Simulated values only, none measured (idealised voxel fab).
The document below concerns the process module designated voxel capacitor over wiring.
Xsec cut, 175 nm wide, square cell size 5 nm.
Reading order for cross-sections: top band down to bottom band. Underlying form: a grid of square cells. Band size: one or more rows of cells.
This entry defines a band. It first specifies the height of the band's top and the height of its bottom in nm, and then specifies the band's materials from left to right, stating each material with its width in nm. The word "full width" identifies a single material that fills the band from edge to edge, while the word "air" identifies empty space.
Basically, 0 is our baseline, since under it the wafer straight out of the box is all one material. The bottom band has no lower end and keeps on going down, so it looks like "0 and below".
The notation "30 to 40" denotes a width that varies across the rows of cells in the band, beginning at the first number in the top row, finishing at the second number in the bottom row, and changing by an identical amount from each row to the next.
"all unchanged", as given for a step, is the statement that not any cell of the cross-section underwent a change during that step.
Any empty space of 8 cells or more lacking an open way to the top shows up in "Closed void table" as width x height at distance, distance from the left edge, in nm.
Step line, after settings: the simulator's comment on this step.
overlay nm: for a step with a mask, the amount by which the mask lay right of where it was planned; a negative amount means left of it.
Plan:
- 1: RECEIVE | material Si
- 2: CONFORMAL_DEP | material SiO2 | thk nm 10
- 3: DIRECTIONAL_DEP | material TiN | thk nm 5
- 4: DIRECTIONAL_DEP | material W | thk nm 15
- 5: PATTERN | tone cover | mask id METAL_1 | material resist | width nm 25 | pitch nm 75 | thk nm 20 | overlay nm 0
- 6: DIRECTIONAL_ETCH | etch materials W | depth nm 15
- 7: DIRECTIONAL_ETCH | etch materials TiN | depth nm 5
- 8: STRIP | etch materials resist
- 9: CONFORMAL_DEP | material SiCN | thk nm 5
- 10: FILL_DEP | material lowk | thk nm 5
- 11: CMP | height nm 30
- 12: CONFORMAL_DEP | material SiCN | thk nm 5
- 13: DIRECTIONAL_DEP | material lowk | thk nm 10
- 14: DIRECTIONAL_DEP | material aC | thk nm 15
- 15: PATTERN | tone open | mask id PLUG_1 | material resist | width nm 15 | thk nm 35 | overlay nm 0
- 16: DIRECTIONAL_ETCH | etch materials aC | depth nm 15
- 17: STRIP | etch materials resist
- 18: DIRECTIONAL_ETCH | etch materials lowk | depth nm 10
- 19: DIRECTIONAL_ETCH | etch materials SiCN | depth nm 5
- 20: STRIP | etch materials aC
- 21: EPI | material Ru | thk nm 10
- 22: EPI | material Ru | thk nm 5
- 23: DIRECTIONAL_DEP | material TiN | thk nm 5
- 24: DIRECTIONAL_DEP | material Al2O3 | thk nm 5
- 25: DIRECTIONAL_DEP | material TiN | thk nm 5
- 26: MASKED_ETCH | tone cover | mask id UPPER_PLATE | width nm 55 | etch materials TiN | depth nm 5 | overlay nm 0
- 27: MASKED_ETCH | tone cover | mask id UPPER_PLATE | width nm 55 | etch materials Al2O3 | depth nm 5 | overlay nm 0
- 28: PATTERN | tone cover | mask id LOWER_PLATE | material resist | width nm 65 | thk nm 20 | overlay nm 0
- 29: DIRECTIONAL_ETCH | etch materials TiN | depth nm 5
- 30: STRIP | etch materials resist
- 31: FILL_DEP | material SiO2 | thk nm 20
- 32: CMP | height nm 75
- 33: PATTERN | tone open | mask id PLUG_2 | material resist | width nm 15 | thk nm 20 | overlay nm 0
- 34: DIRECTIONAL_ETCH | etch materials SiO2 | depth nm 15
- 35: STRIP | etch materials resist
- 36: CONFORMAL_DEP | material TiN | thk nm 5
- 37: FILL_DEP | material W | thk nm 5
- 38: CMP | height nm 75
- 39: CONFORMAL_DEP | material SiCN | thk nm 5
Incoming wafer in cross-section (state: after step 1):
> 0 and below = Si full width
> Closed void table: none
Same starting wafer, same plan as above, one mistake in the execution; this is the cross-section at the end of the module:
> 80 down to 75 = SiCN full width
> 75 down to 65 = SiO2 55 nm / TiN 5 nm / W 5 nm / TiN 5 nm / SiO2 105 nm
> 65 down to 60 = SiO2 55 nm / TiN 15 nm / SiO2 105 nm
> 60 down to 55 = SiO2 full width
> 55 down to 50 = SiO2 45 nm / TiN 55 nm / SiO2 75 nm
> 50 down to 45 = SiO2 45 nm / Al2O3 55 nm / SiO2 75 nm
> 45 down to 40 = SiO2 40 nm / TiN 65 nm / SiO2 70 nm
> 40 down to 30 = lowk 45 nm / Ru 15 nm / lowk 115 nm
> 30 down to 25 = SiCN 45 nm / Ru 15 nm / SiCN 115 nm
> 25 down to 15 = lowk 30 nm / SiCN 5 nm / W 25 nm / SiCN 5 nm / lowk 40 nm / SiCN 5 nm / W 25 nm / SiCN 5 nm / lowk 35 nm
> 15 down to 10 = SiCN 35 nm / TiN 25 nm / SiCN 50 nm / TiN 25 nm / SiCN 40 nm
> 10 down to 0 = SiO2 full width
> 0 and below = Si full width
> Closed void table: none
Processing error: step 11 did not use the planned setting and instead ran as CMP | height nm 25
